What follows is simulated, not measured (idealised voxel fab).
Process module, titled voxel self aligned vias
Pictured: cross-section cut, 255 nm wide, on a grid of 5 nm square cells.
This document writes a cross-section as a grid whose cells are square, and gives it as bands, listed from the top down; one or more rows of cells form a band.
Within each band entry, the heights of the top and of the bottom of the band appear first, in that order and in nm; the materials of the band then follow from left to right, each with its corresponding width in nm. The designation "edge to edge" on a single material indicates that it fills the band from edge to edge; the designation "air" indicates empty space.
Heights are measured from 0, the level below which the as-received wafer is all one material; the lowest band has no bottom and continues downward, written as in "0 nm and below".
Top row gets the first number, bottom row gets the second, and each row in between changes by the same step: that is how a band width like "30->40" works.
Step marked "identical to before"? Then no cell in the cross-section changed in it.
Heads up: "Sealed cavities" only lists the empty pockets with no open path to the top that are 8 cells or more, and it writes them as width x height at distance, distance from the left edge, in nm.
That trailing text on a step's line, after the settings, is the simulator's own remark on the step.
A step line may carry the setting "overlay nm", which, for steps involving a mask, states the distance by which the mask lay to the right of its intended position; negative values denote displacement to the left.
-- These are the steps we planned for the process
1. RECEIVE (material Si)
2. CONFORMAL_DEP (material SiO2; thk nm 15)
3. CONFORMAL_DEP (material SiCN; thk nm 5)
4. DIRECTIONAL_DEP (material lowk; thk nm 25)
5. PATTERN (tone open; mask id LINES; material resist; width nm 30; pitch nm 70; thk nm 15; overlay nm 0)
6. DIRECTIONAL_ETCH (etch materials lowk; depth nm 25)
7. STRIP (etch materials resist)
8. CONFORMAL_DEP (material TiN; thk nm 5)
9. FILL_DEP (material W; thk nm 10)
10. CMP (height nm 45)
11. SELECTIVE_ETCH (etch materials W Ru TiN; depth nm 5)
12. FILL_DEP (material SiN; thk nm 5)
13. CMP (height nm 45)
14. DIRECTIONAL_DEP (material lowk; thk nm 15)
15. DIRECTIONAL_DEP (material aC; thk nm 15)
16. PATTERN (tone open; mask id VIAS; material resist; width nm 50; pitch nm 70; thk nm 30; overlay nm 0)
17. DIRECTIONAL_ETCH (etch materials aC; depth nm 15)
18. STRIP (etch materials resist)
19. DIRECTIONAL_ETCH (etch materials lowk; depth nm 15)
20. DIRECTIONAL_ETCH (etch materials SiN; depth nm 5)
21. STRIP (etch materials aC)
22. CONFORMAL_DEP (material TiN; thk nm 5)
23. FILL_DEP (material Cu; thk nm 10)
24. CMP (height nm 60)
25. CONFORMAL_DEP (material SiN; thk nm 5)
-- as received, after step 1
  0 nm and below: Si edge to edge
  Sealed cavities: none
-- Here's the wafer cut in cross-section after the module, started and planned just like above, except one thing was done wrong in the run
  65 nm to 60 nm: SiN edge to edge
  60 nm to 50 nm: 65 of lowk, then 5 of TiN, then 40 of Cu, then 5 of TiN, then 20 of lowk, then 5 of TiN, then 40 of Cu, then 5 of TiN, then 70 of lowk
  50 nm to 45 nm: 65 of lowk, then 15 of TiN, then 20 of Cu, then 15 of TiN, then 20 of lowk, then 15 of TiN, then 20 of Cu, then 15 of TiN, then 70 of lowk
  45 nm to 40 nm: 75 of lowk, then 30 of TiN, then 40 of lowk, then 30 of TiN, then 80 of lowk
  40 nm to 25 nm: 75 of lowk, then 5 of TiN, then 20 of W, then 5 of TiN, then 40 of lowk, then 5 of TiN, then 20 of W, then 5 of TiN, then 80 of lowk
  25 nm to 20 nm: 75 of lowk, then 30 of TiN, then 40 of lowk, then 30 of TiN, then 80 of lowk
  20 nm to 5 nm: SiO2 edge to edge
  5 nm to 0 nm: SiCN edge to edge
  0 nm and below: Si edge to edge
  Sealed cavities: none
Processing error: a sequencing error occurred in which plan steps 2 and 3 were transposed
